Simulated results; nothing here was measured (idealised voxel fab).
process module | voxel double patterning
cross-section cut | 240 nm wide | cells 5 nm
A cross-section is a grid of square cells, given in bands from the top down. A band is one or more rows of cells.
Each band's line starts with the height of the band's top and of its bottom, in nm. Then come its materials from left to right, each with its width in nm. One material with "throughout" fills the band from edge to edge. "air" is empty space.
Height 0 is the level under which the wafer as received is all one material. The lowest band goes on downwards, as in "0 down".
A width such as "30 to 40" changes by the same amount from each row of cells to the next, from the band's top row to its bottom row.
"no change" after a step means that no cell of the cross-section changed.
closed voids: empty space of 8 cells or more with no open way to the top, each as width x height at its distance from the left edge, in nm
after a step's settings: what the simulator itself notes on the step
overlay nm, on a step with a mask: how far to the right of its planned place the mask lay; to the left if negative
plan
1 op RECEIVE | material Si
2 op CONFORMAL_DEP | material SiO2 | thk nm 10
3 op DIRECTIONAL_DEP | material W | thk nm 15
4 op DIRECTIONAL_DEP | material SiCN | thk nm 5
5 op PATTERN | tone open | mask id FIRST | material resist | width nm 15 | pitch nm 50 | thk nm 15 | overlay nm 0
6 op DIRECTIONAL_ETCH | etch materials SiCN | depth nm 5
7 op STRIP | etch materials resist
8 op MASKED_ETCH | tone open | mask id SECOND | width nm 15 | pitch nm 50 | etch materials SiCN | depth nm 5 | overlay nm 0
9 op DIRECTIONAL_ETCH | etch materials W | depth nm 15
10 op STRIP | etch materials SiCN
as received, after step 1
  0 down: Si throughout
  closed voids: none
a wafer at the end: this start, this plan, one mistake
  25 to 10: W 60 | air 20 | W 5 | air 15 | W 10 | air 20 | W 5 | air 15 | W 10 | air 20 | W 60
  10 to 0: SiO2 throughout
  0 down: Si throughout
  closed voids: none
what went wrong: step 5 ran as: op PATTERN | tone open | mask id FIRST | material resist | width nm 20 | pitch nm 50 | thk nm 15 | overlay nm 0
